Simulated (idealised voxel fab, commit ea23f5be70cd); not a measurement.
voxel gate over fins: a process module
The cross-section shown here is cut; it is 260 nm wide and divided into square cells measuring 5 nm on a side.
Cross-section spec: square-cell grid; bands listed top down; each band is one or more rows.
Per band: top height and bottom height in nm, followed by the left-to-right materials and their widths in nm; "edge to edge" marks a single material spanning edge to edge, "empty" marks empty space.
Heights are expressed relative to 0, this being the level below which the as-received wafer comprises one material exclusively. The lowest band is unbounded in the downward direction and is denoted as in "0 and below".
The width entry "30 to 40" should be interpreted row by row: the top row of cells in the band takes the first number, the bottom row takes the second number, and the change between adjacent rows is uniform throughout.
"changes: none" for a step: no cell of the cross-section changed in that step.
Reported under the label "Internal closed voids" are the empty spaces having no open way to the top and comprising 8 cells or more; the notation for each is width x height at distance, in which the distance is measured from the left edge and all three values are in nm.
Past the settings on a step's line: simulator remark, on that step.
The setting "overlay nm" may be written on the line of a step. When the step uses a mask, the value reports how far to the right of the planned place the mask lay, and a negative value reports that it lay to the left.
Each of the pairs that make up the rest of this document says: here is the cross-section before one process step, here is the cross-section after it, drawn only down to the lowest band that changed, and here, under the pair, is the step lying between them with its settings. Different pairs may come from different runs of this module on the same starting wafer, so a pair continues from the pair above it only where its entry headed "Prior to step" says so.
### Prior to step
  10 down to 5 = 40 of empty / 30 of TiN / 20 of empty / 30 of TiN / 20 of empty / 30 of TiN / 20 of empty / 30 of TiN / 40 of empty
  5 down to 0 = 40 of empty / 5 of TiN / 20 of HfO2 / 5 of TiN / 20 of empty / 5 of TiN / 20 of HfO2 / 5 of TiN / 20 of empty / 5 of TiN / 20 of HfO2 / 5 of TiN / 20 of empty / 5 of TiN / 20 of HfO2 / 5 of TiN / 40 of empty
  0 down to -5 = 45 of TiN / 5 of HfO2 / 10 of Si / 5 of HfO2 / 30 of TiN / 5 of HfO2 / 10 of Si / 5 of HfO2 / 30 of TiN / 5 of HfO2 / 10 of Si / 5 of HfO2 / 30 of TiN / 5 of HfO2 / 10 of Si / 5 of HfO2 / 45 of TiN
  -5 down to -10 = 50 of HfO2 / 10 of Si / 40 of HfO2 / 10 of Si / 40 of HfO2 / 10 of Si / 40 of HfO2 / 10 of Si / 50 of HfO2
  -10 down to -15 = 50 of SiO2 / 10 of Si / 40 of SiO2 / 10 of Si / 40 of SiO2 / 10 of Si / 40 of SiO2 / 10 of Si / 50 of SiO2
  -15 down to -25 = 50 of SiO2 / 10 of Si / 10 of SiO2 / 5 of TiN / 5 of Ru / 5 of TiN / 15 of SiO2 / 10 of Si / 40 of SiO2 / 10 of Si / 40 of SiO2 / 10 of Si / 50 of SiO2
  -25 down to -30 = 50 of SiO2 / 10 of Si / 10 of SiO2 / 15 of TiN / 15 of SiO2 / 10 of Si / 40 of SiO2 / 10 of Si / 40 of SiO2 / 10 of Si / 50 of SiO2
  -30 down to -40 = 50 of SiO2 / 10 of Si / 40 of SiO2 / 10 of Si / 40 of SiO2 / 10 of Si / 40 of SiO2 / 10 of Si / 50 of SiO2
  -40 and below = Si edge to edge
  Internal closed voids: none
### Step Outcome
  15 down to 10 = 35 of empty / 40 of TiAl / 10 of empty / 40 of TiAl / 10 of empty / 40 of TiAl / 10 of empty / 40 of TiAl / 35 of empty
  10 down to 5 = 35 of empty / 5 of TiAl / 30 of TiN / 5 of TiAl / 10 of empty / 5 of TiAl / 30 of TiN / 5 of TiAl / 10 of empty / 5 of TiAl / 30 of TiN / 5 of TiAl / 10 of empty / 5 of TiAl / 30 of TiN / 5 of TiAl / 35 of empty
  5 down to 0 = 40 of TiAl / 5 of TiN / 20 of HfO2 / 5 of TiN / 20 of TiAl / 5 of TiN / 20 of HfO2 / 5 of TiN / 20 of TiAl / 5 of TiN / 20 of HfO2 / 5 of TiN / 20 of TiAl / 5 of TiN / 20 of HfO2 / 5 of TiN / 40 of TiAl
  Below 0 it's all the same as before, nothing changed down there.
  Internal closed voids: none
The structure goes from the before cross-section above to the after cross-section through CONFORMAL_DEP | material TiAl | thk nm 5
Prior to step: carried over from the after image of the pair right above.
### Step Outcome
  20 down to 15 = 30 of empty / 200 of TiN / 30 of empty
  15 down to 10 = 30 of empty / 5 of TiN / 40 of TiAl / 10 of TiN / 40 of TiAl / 10 of TiN / 40 of TiAl / 10 of TiN / 40 of TiAl / 5 of TiN / 30 of empty
  10 down to 5 = 35 of TiN / 5 of TiAl / 30 of TiN / 5 of TiAl / 10 of TiN / 5 of TiAl / 30 of TiN / 5 of TiAl / 10 of TiN / 5 of TiAl / 30 of TiN / 5 of TiAl / 10 of TiN / 5 of TiAl / 30 of TiN / 5 of TiAl / 35 of TiN
  Below 5 it's all the same as before, nothing changed down there.
  Internal closed voids: none
The structure goes from the before cross-section above to the after cross-section through CONFORMAL_DEP | material TiN | thk nm 5
Prior to step: carried over from the after image of the pair right above.
### Step Outcome
  30 down to 20 = W edge to edge
  20 down to 15 = 30 of W / 200 of TiN / 30 of W
  15 down to 10 = 30 of W / 5 of TiN / 40 of TiAl / 10 of TiN / 40 of TiAl / 10 of TiN / 40 of TiAl / 10 of TiN / 40 of TiAl / 5 of TiN / 30 of W
  Below 10 it's all the same as before, nothing changed down there.
  Internal closed voids: none
The structure goes from the before cross-section above to the after cross-section through FILL_DEP | material W | thk nm 10
Prior to step: carried over from the after image of the pair right above.
### Step Outcome
  25 down to 20 = W edge to edge
  Below 20 it's all the same as before, nothing changed down there.
  Internal closed voids: none
The structure goes from the before cross-section above to the after cross-section through CMP | height nm 25
Prior to step: carried over from the after image of the pair right above.
### Step Outcome
  30 down to 25 = SiCN edge to edge
  Below 25 it's all the same as before, nothing changed down there.
  Internal closed voids: none
The structure goes from the before cross-section above to the after cross-section through CONFORMAL_DEP | material SiCN | thk nm 5
### Prior to step
  5 down to 0 = SiN edge to edge
  0 and below = Si edge to edge
  Internal closed voids: none
### Step Outcome
  5 down to 0 = 40 of empty / 15 of SiN / 35 of empty / 15 of SiN / 35 of empty / 15 of SiN / 35 of empty / 15 of SiN / 55 of empty
  Below 0 it's all the same as before, nothing changed down there.
  Internal closed voids: none
The structure goes from the before cross-section above to the after cross-section through MASKED_ETCH | tone cover | mask id FINS | width nm 15 | pitch nm 50 | etch materials SiN | depth nm 5 | overlay nm -5
Prior to step: carried over from the after image of the pair right above.
### Step Outcome
  5 down to 0 = 40 of empty / 15 of SiN / 35 of empty / 15 of SiN / 35 of empty / 15 of SiN / 35 of empty / 15 of SiN / 55 of empty
  0 down to -35 = 40 of empty / 20 of Si / 30 of empty / 20 of Si / 30 of empty / 20 of Si / 30 of empty / 20 of Si / 50 of empty
  Below -35 it's all the same as before, nothing changed down there.
  Internal closed voids: none
The structure goes from the before cross-section above to the after cross-section through MASKED_ETCH | tone cover | mask id FINS | width nm 15 | pitch nm 50 | etch materials Si | depth nm 35 | overlay nm 0
Prior to step: carried over from the after image of the pair right above.
### Step Outcome
  5 down to 0 = 40 of empty / 15 of SiN / 35 of empty / 15 of SiN / 35 of empty / 15 of SiN / 35 of empty / 15 of SiN / 55 of empty
  0 down to -5 = 40 of empty / 5 of SiO2 / 5 of Si / 10 of SiO2 / 30 of empty / 5 of SiO2 / 5 of Si / 10 of SiO2 / 30 of empty / 5 of SiO2 / 5 of Si / 10 of SiO2 / 30 of empty / 5 of SiO2 / 5 of Si / 10 of SiO2 / 50 of empty
  -5 down to -35 = 40 of empty / 5 of SiO2 / 10 of Si / 5 of SiO2 / 30 of empty / 5 of SiO2 / 10 of Si / 5 of SiO2 / 30 of empty / 5 of SiO2 / 10 of Si / 5 of SiO2 / 30 of empty / 5 of SiO2 / 10 of Si / 5 of SiO2 / 50 of empty
  -35 down to -40 = 45 of SiO2 / 10 of Si / 40 of SiO2 / 10 of Si / 40 of SiO2 / 10 of Si / 40 of SiO2 / 10 of Si / 55 of SiO2
  Below -40 it's all the same as before, nothing changed down there.
  Internal closed voids: none
The structure goes from the before cross-section above to the after cross-section through OXIDIZE | depth nm 5
Prior to step: carried over from the after image of the pair right above.
### Step Outcome
  20 down to 5 = SiO2 edge to edge
  5 down to 0 = 40 of SiO2 / 15 of SiN / 35 of SiO2 / 15 of SiN / 35 of SiO2 / 15 of SiN / 35 of SiO2 / 15 of SiN / 55 of SiO2
  0 down to -5 = 45 of SiO2 / 5 of Si / 45 of SiO2 / 5 of Si / 45 of SiO2 / 5 of Si / 45 of SiO2 / 5 of Si / 60 of SiO2
  -5 down to -40 = 45 of SiO2 / 10 of Si / 40 of SiO2 / 10 of Si / 40 of SiO2 / 10 of Si / 40 of SiO2 / 10 of Si / 55 of SiO2
  Below -40 it's all the same as before, nothing changed down there.
  Internal closed voids: none
The structure goes from the before cross-section above to the after cross-section through FILL_DEP | material SiO2 | thk nm 15
Prior to step: carried over from the after image of the pair right above.
### Step Outcome
  5 down to 0 = 40 of SiO2 / 15 of SiN / 35 of SiO2 / 15 of SiN / 35 of SiO2 / 15 of SiN / 35 of SiO2 / 15 of SiN / 55 of SiO2
  Below 0 it's all the same as before, nothing changed down there.
  Internal closed voids: none
The structure goes from the before cross-section above to the after cross-section through CMP | height nm 5
Prior to step: carried over from the after image of the pair right above.
### Step Outcome
  5 down to 0 = 40 of SiO2 / 15 of SiN / 15 of SiO2 / 15 of empty / 5 of SiO2 / 15 of SiN / 35 of SiO2 / 15 of SiN / 35 of SiO2 / 15 of SiN / 55 of SiO2
  0 down to -5 = 45 of SiO2 / 5 of Si / 20 of SiO2 / 15 of empty / 10 of SiO2 / 5 of Si / 45 of SiO2 / 5 of Si / 45 of SiO2 / 5 of Si / 60 of SiO2
  -5 down to -30 = 45 of SiO2 / 10 of Si / 15 of SiO2 / 15 of empty / 10 of SiO2 / 10 of Si / 40 of SiO2 / 10 of Si / 40 of SiO2 / 10 of Si / 55 of SiO2
  Below -30 it's all the same as before, nothing changed down there.
  Internal closed voids: none
The structure goes from the before cross-section above to the after cross-section through MASKED_ETCH | tone open | mask id RAIL | width nm 15 | etch materials SiO2 | depth nm 35 | overlay nm 0
Prior to step: carried over from the after image of the pair right above.
### Step Outcome
  10 down to 5 = 75 of TiN / 5 of empty / 180 of TiN
  5 down to 0 = 40 of SiO2 / 15 of SiN / 15 of SiO2 / 5 of TiN / 5 of empty / 5 of TiN / 5 of SiO2 / 15 of SiN / 35 of SiO2 / 15 of SiN / 35 of SiO2 / 15 of SiN / 55 of SiO2
  0 down to -5 = 45 of SiO2 / 5 of Si / 20 of SiO2 / 5 of TiN / 5 of empty / 5 of TiN / 10 of SiO2 / 5 of Si / 45 of SiO2 / 5 of Si / 45 of SiO2 / 5 of Si / 60 of SiO2
  -5 down to -25 = 45 of SiO2 / 10 of Si / 15 of SiO2 / 5 of TiN / 5 of empty / 5 of TiN / 10 of SiO2 / 10 of Si / 40 of SiO2 / 10 of Si / 40 of SiO2 / 10 of Si / 55 of SiO2
  -25 down to -30 = 45 of SiO2 / 10 of Si / 15 of SiO2 / 15 of TiN / 10 of SiO2 / 10 of Si / 40 of SiO2 / 10 of Si / 40 of SiO2 / 10 of Si / 55 of SiO2
  Below -30 it's all the same as before, nothing changed down there.
  Internal closed voids: none
The structure goes from the before cross-section above to the after cross-section through CONFORMAL_DEP | material TiN | thk nm 5
Prior to step: carried over from the after image of the pair right above.
### Step Outcome
  15 down to 10 = Ru edge to edge
  10 down to 5 = 75 of TiN / 5 of Ru / 180 of TiN
  5 down to 0 = 40 of SiO2 / 15 of SiN / 15 of SiO2 / 5 of TiN / 5 of Ru / 5 of TiN / 5 of SiO2 / 15 of SiN / 35 of SiO2 / 15 of SiN / 35 of SiO2 / 15 of SiN / 55 of SiO2
  0 down to -5 = 45 of SiO2 / 5 of Si / 20 of SiO2 / 5 of TiN / 5 of Ru / 5 of TiN / 10 of SiO2 / 5 of Si / 45 of SiO2 / 5 of Si / 45 of SiO2 / 5 of Si / 60 of SiO2
  -5 down to -25 = 45 of SiO2 / 10 of Si / 15 of SiO2 / 5 of TiN / 5 of Ru / 5 of TiN / 10 of SiO2 / 10 of Si / 40 of SiO2 / 10 of Si / 40 of SiO2 / 10 of Si / 55 of SiO2
  Below -25 it's all the same as before, nothing changed down there.
  Internal closed voids: none
The structure goes from the before cross-section above to the after cross-section through FILL_DEP | material Ru | thk nm 5
Prior to step: carried over from the after image of the pair right above.
### Step Outcome
  5 down to 0 = 40 of SiO2 / 15 of SiN / 15 of SiO2 / 5 of TiN / 5 of Ru / 5 of TiN / 5 of SiO2 / 15 of SiN / 35 of SiO2 / 15 of SiN / 35 of SiO2 / 15 of SiN / 55 of SiO2
  Below 0 it's all the same as before, nothing changed down there.
  Internal closed voids: none
The structure goes from the before cross-section above to the after cross-section through CMP | height nm 5
Prior to step: carried over from the after image of the pair right above.
### Step Outcome
  5 down to 0 = 40 of SiO2 / 15 of SiN / 15 of SiO2 / 15 of empty / 5 of SiO2 / 15 of SiN / 35 of SiO2 / 15 of SiN / 35 of SiO2 / 15 of SiN / 55 of SiO2
  0 down to -5 = 45 of SiO2 / 5 of Si / 20 of SiO2 / 15 of empty / 10 of SiO2 / 5 of Si / 45 of SiO2 / 5 of Si / 45 of SiO2 / 5 of Si / 60 of SiO2
  -5 down to -15 = 45 of SiO2 / 10 of Si / 15 of SiO2 / 15 of empty / 10 of SiO2 / 10 of Si / 40 of SiO2 / 10 of Si / 40 of SiO2 / 10 of Si / 55 of SiO2
  Below -15 it's all the same as before, nothing changed down there.
  Internal closed voids: none
The structure goes from the before cross-section above to the after cross-section through SELECTIVE_ETCH | etch materials W Ru TiN | depth nm 20
Prior to step: carried over from the after image of the pair right above.
### Step Outcome
  10 down to 5 = SiO2 edge to edge
  5 down to 0 = 40 of SiO2 / 15 of SiN / 35 of SiO2 / 15 of SiN / 35 of SiO2 / 15 of SiN / 35 of SiO2 / 15 of SiN / 55 of SiO2
  0 down to -5 = 45 of SiO2 / 5 of Si / 45 of SiO2 / 5 of Si / 45 of SiO2 / 5 of Si / 45 of SiO2 / 5 of Si / 60 of SiO2
  -5 down to -15 = 45 of SiO2 / 10 of Si / 40 of SiO2 / 10 of Si / 40 of SiO2 / 10 of Si / 40 of SiO2 / 10 of Si / 55 of SiO2
  Below -15 it's all the same as before, nothing changed down there.
  Internal closed voids: none
The structure goes from the before cross-section above to the after cross-section through FILL_DEP | material SiO2 | thk nm 5
Prior to step: carried over from the after image of the pair right above.
### Step Outcome
  5 down to 0 = 40 of SiO2 / 15 of SiN / 35 of SiO2 / 15 of SiN / 35 of SiO2 / 15 of SiN / 35 of SiO2 / 15 of SiN / 55 of SiO2
  Below 0 it's all the same as before, nothing changed down there.
  Internal closed voids: none
The structure goes from the before cross-section above to the after cross-section through CMP | height nm 5
Prior to step: carried over from the after image of the pair right above.
### Step Outcome
  5 down to 0 = 40 of empty / 15 of SiN / 35 of empty / 15 of SiN / 35 of empty / 15 of SiN / 35 of empty / 15 of SiN / 55 of empty
  0 down to -10 = 45 of empty / 5 to 10 of Si / 45 to 40 of empty / 5 to 10 of Si / 45 to 40 of empty / 5 to 10 of Si / 45 to 40 of empty / 5 to 10 of Si / 60 to 55 of empty
  Below -10 it's all the same as before, nothing changed down there.
  Internal closed voids: none
The structure goes from the before cross-section above to the after cross-section through SELECTIVE_ETCH | etch materials SiO2 | depth nm 15
Prior to step: carried over from the after image of the pair right above.
### Step Outcome
  0 down to -10 = 45 of empty / 5 to 10 of Si / 45 to 40 of empty / 5 to 10 of Si / 45 to 40 of empty / 5 to 10 of Si / 45 to 40 of empty / 5 to 10 of Si / 60 to 55 of empty
  Below -10 it's all the same as before, nothing changed down there.
  Internal closed voids: none
The structure goes from the before cross-section above to the after cross-section through STRIP | etch materials SiN
Prior to step: carried over from the after image of the pair right above.
### Step Outcome
  5 down to 0 = 40 of empty / 15 of HfO2 / 35 of empty / 15 of HfO2 / 35 of empty / 15 of HfO2 / 35 of empty / 15 of HfO2 / 55 of empty
  0 down to -5 = 40 of empty / 5 of HfO2 / 5 of Si / 10 of HfO2 / 30 of empty / 5 of HfO2 / 5 of Si / 10 of HfO2 / 30 of empty / 5 of HfO2 / 5 of Si / 10 of HfO2 / 30 of empty / 5 of HfO2 / 5 of Si / 10 of HfO2 / 50 of empty
  -5 down to -10 = 45 of HfO2 / 10 of Si / 40 of HfO2 / 10 of Si / 40 of HfO2 / 10 of Si / 40 of HfO2 / 10 of Si / 55 of HfO2
  Below -10 it's all the same as before, nothing changed down there.
  Internal closed voids: none
The structure goes from the before cross-section above to the after cross-section through CONFORMAL_DEP | material HfO2 | thk nm 5
Prior to step: carried over from the after image of the pair right above.
### Step Outcome
  10 down to 5 = 35 of empty / 25 of TiN / 25 of empty / 25 of TiN / 25 of empty / 25 of TiN / 25 of empty / 25 of TiN / 50 of empty
  5 down to 0 = 35 of empty / 5 of TiN / 15 of HfO2 / 10 of TiN / 20 of empty / 5 of TiN / 15 of HfO2 / 10 of TiN / 20 of empty / 5 of TiN / 15 of HfO2 / 10 of TiN / 20 of empty / 5 of TiN / 15 of HfO2 / 10 of TiN / 45 of empty
  0 down to -5 = 40 of TiN / 5 of HfO2 / 5 of Si / 10 of HfO2 / 30 of TiN / 5 of HfO2 / 5 of Si / 10 of HfO2 / 30 of TiN / 5 of HfO2 / 5 of Si / 10 of HfO2 / 30 of TiN / 5 of HfO2 / 5 of Si / 10 of HfO2 / 50 of TiN
  Below -5 it's all the same as before, nothing changed down there.
  Internal closed voids: none
The structure goes from the before cross-section above to the after cross-section through CONFORMAL_DEP | material TiN | thk nm 5
Prior to step: carried over from the after image of the pair right above.
### Step Outcome
  15 down to 10 = 30 of empty / 35 of TiAl / 15 of empty / 35 of TiAl / 15 of empty / 35 of TiAl / 15 of empty / 35 of TiAl / 45 of empty
  10 down to 5 = 30 of empty / 5 of TiAl / 25 of TiN / 10 of TiAl / 10 of empty / 5 of TiAl / 25 of TiN / 10 of TiAl / 10 of empty / 5 of TiAl / 25 of TiN / 10 of TiAl / 10 of empty / 5 of TiAl / 25 of TiN / 10 of TiAl / 40 of empty
  5 down to 0 = 35 of TiAl / 5 of TiN / 15 of HfO2 / 10 of TiN / 20 of TiAl / 5 of TiN / 15 of HfO2 / 10 of TiN / 20 of TiAl / 5 of TiN / 15 of HfO2 / 10 of TiN / 20 of TiAl / 5 of TiN / 15 of HfO2 / 10 of TiN / 45 of TiAl
  Below 0 it's all the same as before, nothing changed down there.
  Internal closed voids: none
The structure goes from the before cross-section above to the after cross-section through CONFORMAL_DEP | material TiAl | thk nm 5
Prior to step: carried over from the after image of the pair right above.
### Step Outcome
  20 down to 15 = 25 of empty / 45 of TiN / 5 of empty / 45 of TiN / 5 of empty / 45 of TiN / 5 of empty / 45 of TiN / 40 of empty
  15 down to 10 = 25 of empty / 5 of TiN / 35 of TiAl / 15 of TiN / 35 of TiAl / 15 of TiN / 35 of TiAl / 15 of TiN / 35 of TiAl / 10 of TiN / 35 of empty
  10 down to 5 = 30 of TiN / 5 of TiAl / 25 of TiN / 10 of TiAl / 10 of TiN / 5 of TiAl / 25 of TiN / 10 of TiAl / 10 of TiN / 5 of TiAl / 25 of TiN / 10 of TiAl / 10 of TiN / 5 of TiAl / 25 of TiN / 10 of TiAl / 40 of TiN
  Below 5 it's all the same as before, nothing changed down there.
  Internal closed voids: none
The structure goes from the before cross-section above to the after cross-section through CONFORMAL_DEP | material TiN | thk nm 5
Prior to step: carried over from the after image of the pair right above.
### Step Outcome
  30 down to 20 = W edge to edge
  20 down to 15 = 25 of W / 45 of TiN / 5 of W / 45 of TiN / 5 of W / 45 of TiN / 5 of W / 45 of TiN / 40 of W
  15 down to 10 = 25 of W / 5 of TiN / 35 of TiAl / 15 of TiN / 35 of TiAl / 15 of TiN / 35 of TiAl / 15 of TiN / 35 of TiAl / 10 of TiN / 35 of W
  Below 10 it's all the same as before, nothing changed down there.
  Internal closed voids: none
The structure goes from the before cross-section above to the after cross-section through FILL_DEP | material W | thk nm 10
Prior to step: carried over from the after image of the pair right above.
### Step Outcome
  25 down to 20 = W edge to edge
  Below 20 it's all the same as before, nothing changed down there.
  Internal closed voids: none
The structure goes from the before cross-section above to the after cross-section through CMP | height nm 25
Prior to step: carried over from the after image of the pair right above.
### Step Outcome
  30 down to 25 = SiCN edge to edge
  Below 25 it's all the same as before, nothing changed down there.
  Internal closed voids: none
The structure goes from the before cross-section above to the after cross-section through CONFORMAL_DEP | material SiCN | thk nm 5
### Prior to step
  5 down to 0 = 45 of empty / 15 of SiN / 35 of empty / 15 of SiN / 35 of empty / 15 of SiN / 35 of empty / 15 of SiN / 50 of empty
  0 down to -35 = 45 of empty / 5 of SiO2 / 5 of Si / 5 of SiO2 / 35 of empty / 5 of SiO2 / 5 of Si / 5 of SiO2 / 35 of empty / 5 of SiO2 / 5 of Si / 5 of SiO2 / 35 of empty / 5 of SiO2 / 5 of Si / 5 of SiO2 / 50 of empty
  -35 down to -40 = 50 of SiO2 / 5 of Si / 45 of SiO2 / 5 of Si / 45 of SiO2 / 5 of Si / 45 of SiO2 / 5 of Si / 55 of SiO2
  -40 and below = Si edge to edge
  Internal closed voids: none
### Step Outcome
  20 down to 0 = SiN edge to edge
  0 down to -35 = 45 of SiN / 5 of SiO2 / 5 of Si / 5 of SiO2 / 35 of SiN / 5 of SiO2 / 5 of Si / 5 of SiO2 / 35 of SiN / 5 of SiO2 / 5 of Si / 5 of SiO2 / 35 of SiN / 5 of SiO2 / 5 of Si / 5 of SiO2 / 50 of SiN
  Below -35 it's all the same as before, nothing changed down there.
  Internal closed voids: none
The structure goes from the before cross-section above to the after cross-section through FILL_DEP | material SiN | thk nm 15
Prior to step: carried over from the after image of the pair right above.
### Step Outcome
  5 down to 0 = SiN edge to edge
  Below 0 it's all the same as before, nothing changed down there.
  Internal closed voids: none
The structure goes from the before cross-section above to the after cross-section through CMP | height nm 5
Prior to step: carried over from the after image of the pair right above.
### Step Outcome
  10 down to 5 = TiN edge to edge
  Below 5 it's all the same as before, nothing changed down there.
  Internal closed voids: none
The structure goes from the before cross-section above to the after cross-section through CONFORMAL_DEP | material TiN | thk nm 5
Prior to step: carried over from the after image of the pair right above.
### Step Outcome
  15 down to 10 = Ru edge to edge
  Below 10 it's all the same as before, nothing changed down there.
  Internal closed voids: none
The structure goes from the before cross-section above to the after cross-section through FILL_DEP | material Ru | thk nm 5
Prior to step: carried over from the after image of the pair right above.
### Step Outcome
  5 down to 0 = SiN edge to edge
  Below 0 it's all the same as before, nothing changed down there.
  Internal closed voids: none
The structure goes from the before cross-section above to the after cross-section through CMP | height nm 5
Prior to step: carried over from the after image of the pair right above.
### Step Outcome
  10 down to 5 = SiO2 edge to edge
  Below 5 it's all the same as before, nothing changed down there.
  Internal closed voids: none
The structure goes from the before cross-section above to the after cross-section through FILL_DEP | material SiO2 | thk nm 5
Prior to step: carried over from the after image of the pair right above.
### Step Outcome
  5 down to 0 = SiN edge to edge
  Below 0 it's all the same as before, nothing changed down there.
  Internal closed voids: none
The structure goes from the before cross-section above to the after cross-section through CMP | height nm 5
Prior to step: carried over from the after image of the pair right above.
### Step Outcome
  0 down to -35 = 45 of empty / 5 of SiO2 / 5 of Si / 5 of SiO2 / 35 of empty / 5 of SiO2 / 5 of Si / 5 of SiO2 / 35 of empty / 5 of SiO2 / 5 of Si / 5 of SiO2 / 35 of empty / 5 of SiO2 / 5 of Si / 5 of SiO2 / 50 of empty
  Below -35 it's all the same as before, nothing changed down there.
  Internal closed voids: none
The structure goes from the before cross-section above to the after cross-section through STRIP | etch materials SiN
Prior to step: carried over from the after image of the pair right above.
### Step Outcome
  5 down to 0 = 40 of empty / 25 of HfO2 / 25 of empty / 25 of HfO2 / 25 of empty / 25 of HfO2 / 25 of empty / 25 of HfO2 / 45 of empty
  0 down to -30 = 40 of empty / 5 of HfO2 / 5 of SiO2 / 5 of Si / 5 of SiO2 / 5 of HfO2 / 25 of empty / 5 of HfO2 / 5 of SiO2 / 5 of Si / 5 of SiO2 / 5 of HfO2 / 25 of empty / 5 of HfO2 / 5 of SiO2 / 5 of Si / 5 of SiO2 / 5 of HfO2 / 25 of empty / 5 of HfO2 / 5 of SiO2 / 5 of Si / 5 of SiO2 / 5 of HfO2 / 45 of empty
  -30 down to -35 = 45 of HfO2 / 5 of SiO2 / 5 of Si / 5 of SiO2 / 35 of HfO2 / 5 of SiO2 / 5 of Si / 5 of SiO2 / 35 of HfO2 / 5 of SiO2 / 5 of Si / 5 of SiO2 / 35 of HfO2 / 5 of SiO2 / 5 of Si / 5 of SiO2 / 50 of HfO2
  Below -35 it's all the same as before, nothing changed down there.
  Internal closed voids: none
The structure goes from the before cross-section above to the after cross-section through CONFORMAL_DEP | material HfO2 | thk nm 5
Prior to step: carried over from the after image of the pair right above.
### Step Outcome
  10 down to 5 = 35 of empty / 35 of TiN / 15 of empty / 35 of TiN / 15 of empty / 35 of TiN / 15 of empty / 35 of TiN / 40 of empty
  5 down to 0 = 35 of empty / 5 of TiN / 25 of HfO2 / 5 of TiN / 15 of empty / 5 of TiN / 25 of HfO2 / 5 of TiN / 15 of empty / 5 of TiN / 25 of HfO2 / 5 of TiN / 15 of empty / 5 of TiN / 25 of HfO2 / 5 of TiN / 40 of empty
  0 down to -25 = 35 of empty / 5 of TiN / 5 of HfO2 / 5 of SiO2 / 5 of Si / 5 of SiO2 / 5 of HfO2 / 5 of TiN / 15 of empty / 5 of TiN / 5 of HfO2 / 5 of SiO2 / 5 of Si / 5 of SiO2 / 5 of HfO2 / 5 of TiN / 15 of empty / 5 of TiN / 5 of HfO2 / 5 of SiO2 / 5 of Si / 5 of SiO2 / 5 of HfO2 / 5 of TiN / 15 of empty / 5 of TiN / 5 of HfO2 / 5 of SiO2 / 5 of Si / 5 of SiO2 / 5 of HfO2 / 5 of TiN / 40 of empty
  -25 down to -30 = 40 of TiN / 5 of HfO2 / 5 of SiO2 / 5 of Si / 5 of SiO2 / 5 of HfO2 / 25 of TiN / 5 of HfO2 / 5 of SiO2 / 5 of Si / 5 of SiO2 / 5 of HfO2 / 25 of TiN / 5 of HfO2 / 5 of SiO2 / 5 of Si / 5 of SiO2 / 5 of HfO2 / 25 of TiN / 5 of HfO2 / 5 of SiO2 / 5 of Si / 5 of SiO2 / 5 of HfO2 / 45 of TiN
  Below -30 it's all the same as before, nothing changed down there.
  Internal closed voids: none
The structure goes from the before cross-section above to the after cross-section through CONFORMAL_DEP | material TiN | thk nm 5
Prior to step: carried over from the after image of the pair right above.
### Step Outcome
  15 down to 10 = 30 of empty / 45 of TiAl / 5 of empty / 45 of TiAl / 5 of empty / 45 of TiAl / 5 of empty / 45 of TiAl / 35 of empty
  10 down to 5 = 30 of empty / 5 of TiAl / 35 of TiN / 5 of TiAl / 5 of empty / 5 of TiAl / 35 of TiN / 5 of TiAl / 5 of empty / 5 of TiAl / 35 of TiN / 5 of TiAl / 5 of empty / 5 of TiAl / 35 of TiN / 5 of TiAl / 35 of empty
  5 down to 0 = 30 of empty / 5 of TiAl / 5 of TiN / 25 of HfO2 / 5 of TiN / 5 of TiAl / 5 of empty / 5 of TiAl / 5 of TiN / 25 of HfO2 / 5 of TiN / 5 of TiAl / 5 of empty / 5 of TiAl / 5 of TiN / 25 of HfO2 / 5 of TiN / 5 of TiAl / 5 of empty / 5 of TiAl / 5 of TiN / 25 of HfO2 / 5 of TiN / 5 of TiAl / 35 of empty
  0 down to -20 = 30 of empty / 5 of TiAl / 5 of TiN / 5 of HfO2 / 5 of SiO2 / 5 of Si / 5 of SiO2 / 5 of HfO2 / 5 of TiN / 5 of TiAl / 5 of empty / 5 of TiAl / 5 of TiN / 5 of HfO2 / 5 of SiO2 / 5 of Si / 5 of SiO2 / 5 of HfO2 / 5 of TiN / 5 of TiAl / 5 of empty / 5 of TiAl / 5 of TiN / 5 of HfO2 / 5 of SiO2 / 5 of Si / 5 of SiO2 / 5 of HfO2 / 5 of TiN / 5 of TiAl / 5 of empty / 5 of TiAl / 5 of TiN / 5 of HfO2 / 5 of SiO2 / 5 of Si / 5 of SiO2 / 5 of HfO2 / 5 of TiN / 5 of TiAl / 35 of empty
  -20 down to -25 = 35 of TiAl / 5 of TiN / 5 of HfO2 / 5 of SiO2 / 5 of Si / 5 of SiO2 / 5 of HfO2 / 5 of TiN / 15 of TiAl / 5 of TiN / 5 of HfO2 / 5 of SiO2 / 5 of Si / 5 of SiO2 / 5 of HfO2 / 5 of TiN / 15 of TiAl / 5 of TiN / 5 of HfO2 / 5 of SiO2 / 5 of Si / 5 of SiO2 / 5 of HfO2 / 5 of TiN / 15 of TiAl / 5 of TiN / 5 of HfO2 / 5 of SiO2 / 5 of Si / 5 of SiO2 / 5 of HfO2 / 5 of TiN / 40 of TiAl
  Below -25 it's all the same as before, nothing changed down there.
  Internal closed voids: none
The structure goes from the before cross-section above to the after cross-section through CONFORMAL_DEP | material TiAl | thk nm 5
